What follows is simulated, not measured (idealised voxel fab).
This section sets out a process module, namely voxel trench capacitor.
Xsec cut, 275 nm wide, square cell size 5 nm.
Bands, listed from the top down, are how a cross-section gets written in this document; the cross-section itself is a grid of square cells, and a band is one or more rows of them. The entry gives the band's vertical extent as a top height and a bottom height in nm, then its horizontal make-up as materials from left to right, each with a width in nm. "empty" stands for empty space; a single material marked "all across" fills the band edge to edge. The level at which height equals 0 is the one under which the wafer, as it arrives, is entirely one material. No lower edge exists for the bottom band, which continues downward and is notated as in "z 0 and below". A two-number width, for instance "30..40", indicates that the width is equal to the first number in the top row of the band and to the second number in the bottom row, and that it changes by a constant amount per row of cells. What does "remains unaltered" mean for a step? It means no cell of the cross-section changed in that step. The list in "Entrapped voids" covers empty spaces of 8 cells or more that cannot reach the top through any open way, and it gives each as width x height at distance; the distance is from the left edge, and width, height and distance are in nm. after a step's settings: what the simulator itself notes on the step. overlay nm: step with mask; distance mask lay right of planned place; negative value = left of planned place.

List of planned process steps:
- 1: RECEIVE, material Si
- 2: CONFORMAL_DEP, material SiN, thk nm 10
- 3: DIRECTIONAL_DEP, material aC, thk nm 10
- 4: PATTERN, tone open, mask id TRENCH, material resist, width nm 25, pitch nm 40, thk nm 25, overlay nm 0
- 5: DIRECTIONAL_ETCH, etch materials aC, depth nm 10
- 6: STRIP, etch materials resist
- 7: DIRECTIONAL_ETCH, etch materials SiN, depth nm 10
- 8: DIRECTIONAL_ETCH, etch materials Si, depth nm 30
- 9: STRIP, etch materials aC
- 10: CONFORMAL_DEP, material HfO2, thk nm 5
- 11: CONFORMAL_DEP, material TiN, thk nm 5
- 12: FILL_DEP, material W, thk nm 10
- 13: CMP, height nm 10

Shown in cross-section is the wafer as received, that is, as it stands after step 1:
> z 0 and below | Si all across
> Entrapped voids: none

Run as planned - first of the two wafers cross-sectioned at the end of the module:
> z 10 to 0 | SiN: 105, then HfO2: 5, then TiN: 5, then W: 5, then TiN: 5, then HfO2: 5, then SiN: 15, then HfO2: 5, then TiN: 5, then W: 5, then TiN: 5, then HfO2: 5, then SiN: 105
> z 0 to -20 | Si: 105, then HfO2: 5, then TiN: 5, then W: 5, then TiN: 5, then HfO2: 5, then Si: 15, then HfO2: 5, then TiN: 5, then W: 5, then TiN: 5, then HfO2: 5, then Si: 105
> z -20 to -25 | Si: 105, then HfO2: 5, then TiN: 15, then HfO2: 5, then Si: 15, then HfO2: 5, then TiN: 15, then HfO2: 5, then Si: 105
> z -25 to -30 | Si: 105, then HfO2: 25, then Si: 15, then HfO2: 25, then Si: 105
> z -30 and below | Si all across
> Entrapped voids: none

What the second wafer looks like in cross-section once the module is done. Its start and its plan matched the first wafer's exactly; what differed was one mistake in how it was run:
> z 10 to 0 | SiN: 105, then HfO2: 5, then TiN: 5, then SiN: 5, then TiN: 5, then HfO2: 5, then SiN: 15, then HfO2: 5, then TiN: 5, then SiN: 5, then TiN: 5, then HfO2: 5, then SiN: 105
> z 0 to -20 | Si: 105, then HfO2: 5, then TiN: 5, then SiN: 5, then TiN: 5, then HfO2: 5, then Si: 15, then HfO2: 5, then TiN: 5, then SiN: 5, then TiN: 5, then HfO2: 5, then Si: 105
> z -20 to -25 | Si: 105, then HfO2: 5, then TiN: 15, then HfO2: 5, then Si: 15, then HfO2: 5, then TiN: 15, then HfO2: 5, then Si: 105
> z -25 to -30 | Si: 105, then HfO2: 25, then Si: 15, then HfO2: 25, then Si: 105
> z -30 and below | Si all across
> Entrapped voids: none
It is concluded that the wafer was processed incorrectly with respect to the plan, in that for step 12, the planned setting was not used; the step was instead run as FILL_DEP, material SiN, thk nm 10
Wafer comparison, final, in cells, second relative to first, materials more or fewer: SiN +12, W -12
